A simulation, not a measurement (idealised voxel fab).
Process module in this document: voxel transistor to metal
FYI the section here is cut, 200 nm wide, cells are 5 nm squares.
Throughout this document, each cross-section is represented as a grid of square cells and is presented as a sequence of bands enumerated from the top downward, where a band comprises one or more rows of cells.
Per band: top height and bottom height in nm, followed by the left-to-right materials and their widths in nm; "all across" marks a single material spanning edge to edge, "blank" marks empty space.
We count height from 0. Below that, the starting wafer is all one material. The lowest band never ends at the bottom but goes on down; see "top 0, no bottom" for how that is written.
Think of "30 to 40" as a width that walks from the first number to the second as you go down the band, top row to bottom row, taking equal-sized steps from row to row.
Step note "no modifications" = no cross-section cell changed.
The label "Completely sealed voids" introduces a list of the empty spaces, 8 cells or larger, that have no open way up to the top; each entry in it reads width x height at distance, where the distance is taken from the left edge and all three are stated in nm.
Past the settings on a step's line: simulator remark, on that step.
The setting "overlay nm" may be written on the line of a step. When the step uses a mask, the value reports how far to the right of the planned place the mask lay, and a negative value reports that it lay to the left.
### Process steps foreseen in the plan
1 RECEIVE,material Si
2 CONFORMAL_DEP,material SiO2,thk nm 5
3 CONFORMAL_DEP,material SiN,thk nm 15
4 PATTERN,tone cover,mask id ACTIVE,material resist,width nm 100,thk nm 15,overlay nm 0
5 DIRECTIONAL_ETCH,etch materials SiN,depth nm 15
6 DIRECTIONAL_ETCH,etch materials SiO2,depth nm 5
7 DIRECTIONAL_ETCH,etch materials Si,depth nm 30
8 STRIP,etch materials resist
9 OXIDIZE,depth nm 5
10 FILL_DEP,material SiO2,thk nm 5
11 CMP,height nm 20
12 SELECTIVE_ETCH,etch materials SiO2,depth nm 15
13 STRIP,etch materials SiN
14 SELECTIVE_ETCH,etch materials SiO2,depth nm 5
15 OXIDIZE,depth nm 5
16 DIRECTIONAL_DEP,material polySi,thk nm 20
17 DIRECTIONAL_DEP,material SiCN,thk nm 15
18 PATTERN,tone cover,mask id GATE,material resist,width nm 20,thk nm 20,overlay nm 0
19 DIRECTIONAL_ETCH,etch materials SiCN,depth nm 25
20 DIRECTIONAL_ETCH,etch materials polySi,depth nm 30
21 STRIP,etch materials resist
22 CONFORMAL_DEP,material SiO2,thk nm 5
23 DIRECTIONAL_ETCH,etch materials SiO2,depth nm 5
24 CONFORMAL_DEP,material SiN,thk nm 5
25 DIRECTIONAL_ETCH,etch materials SiN,depth nm 5
26 DIRECTIONAL_ETCH,etch materials SiO2,depth nm 5
27 DIRECTIONAL_ETCH,etch materials Si,depth nm 10
28 EPI,material pSi,thk nm 15
29 FILL_DEP,material SiO2,thk nm 5
30 CMP,height nm 35
31 DIRECTIONAL_DEP,material SiO2,thk nm 10
32 DIRECTIONAL_DEP,material aC,thk nm 15
33 PATTERN,tone open,mask id CONTACT,material resist,width nm 30,pitch nm 60,thk nm 30,overlay nm 0
34 DIRECTIONAL_ETCH,etch materials aC,depth nm 15
35 STRIP,etch materials resist
36 DIRECTIONAL_ETCH,etch materials SiO2,depth nm 45
37 STRIP,etch materials aC
38 CONFORMAL_DEP,material TiN,thk nm 5
39 FILL_DEP,material Ru,thk nm 10
40 CMP,height nm 45
41 DIRECTIONAL_DEP,material TiN,thk nm 5
42 DIRECTIONAL_DEP,material W,thk nm 15
43 PATTERN,tone cover,mask id METAL_1,material resist,width nm 20,pitch nm 70,thk nm 15,overlay nm 0
44 DIRECTIONAL_ETCH,etch materials W,depth nm 15
45 DIRECTIONAL_ETCH,etch materials TiN,depth nm 5
46 STRIP,etch materials resist
47 FILL_DEP,material lowk,thk nm 5
48 CMP,height nm 65
49 CONFORMAL_DEP,material SiCN,thk nm 5
50 DIRECTIONAL_DEP,material lowk,thk nm 30
51 MASKED_ETCH,tone open,mask id METAL_2_HOLES,width nm 15,pitch nm 70,etch materials lowk,depth nm 30,overlay nm 0
52 MASKED_ETCH,tone open,mask id METAL_2,width nm 20,pitch nm 70,etch materials lowk,depth nm 20,overlay nm 0
53 MASKED_ETCH,tone open,mask id METAL_2,width nm 20,pitch nm 70,etch materials SiCN,depth nm 5,overlay nm 0
54 CONFORMAL_DEP,material TiN,thk nm 5
55 FILL_DEP,material Ru,thk nm 5
56 CMP,height nm 100
57 CONFORMAL_DEP,material SiN,thk nm 5
### Wafer at receipt (post step 1), cross-section
top 0, no bottom | Si all across
Completely sealed voids: none
### a wafer at the end: this start, this plan, one mistake
top 105, bottom 100 | SiN all across
top 100, bottom 85 | lowk: 55, TiN: 5, Ru: 10, TiN: 5, lowk: 50, TiN: 5, Ru: 10, TiN: 5, lowk: 55
top 85, bottom 80 | lowk: 55, TiN: 5, Ru: 5, TiN: 10, lowk: 50, TiN: 5, Ru: 5, TiN: 10, lowk: 55
top 80, bottom 70 | lowk: 55, TiN: 5, Ru: 5, TiN: 5, lowk: 55, TiN: 5, Ru: 5, TiN: 5, lowk: 60
top 70, bottom 65 | SiCN: 55, TiN: 15, SiCN: 55, TiN: 15, SiCN: 60
top 65, bottom 50 | TiN: 55, W: 20, TiN: 50, W: 20, TiN: 55
top 50, bottom 45 | TiN all across
top 45, bottom 35 | SiO2: 55, TiN: 5, Ru: 20 to 15, TiN: 5 to 10, SiO2: 30, TiN: 5 to 10, Ru: 20 to 15, TiN: 5, SiO2: 55
top 35, bottom 20 | SiO2: 55, TiN: 5, Ru: 15, TiN: 5, SiN: 5, SiO2: 5, SiCN: 20, SiO2: 5, SiN: 5, TiN: 5, Ru: 15, TiN: 5, SiO2: 55
top 20, bottom 15 | SiO2: 55, TiN: 5, Ru: 15, TiN: 5, SiN: 5, SiO2: 5, polySi: 20, SiO2: 5, SiN: 5, TiN: 5, Ru: 15, TiN: 5, SiO2: 55
top 15, bottom 10 | SiO2: 55, TiN: 25, SiN: 5, SiO2: 5, polySi: 20, SiO2: 5, SiN: 5, TiN: 25, SiO2: 55
top 10, bottom 0 | SiO2: 55, TiN: 10, pSi: 15, SiN: 5, SiO2: 5, polySi: 20, SiO2: 5, SiN: 5, pSi: 15, TiN: 10, SiO2: 55
top 0, bottom -5 | SiO2: 50, pSi: 30, SiO2: 40, pSi: 30, SiO2: 50
top -5, bottom -15 | SiO2: 55, pSi: 25, Si: 40, pSi: 25, SiO2: 55
top -15, bottom -35 | SiO2: 55, Si: 90, SiO2: 55
top -35, no bottom | Si all across
Completely sealed voids: none
Deviation noted in wafer processing: in deviation from the planned setting, step 47 was conducted as FILL_DEP,material TiN,thk nm 5
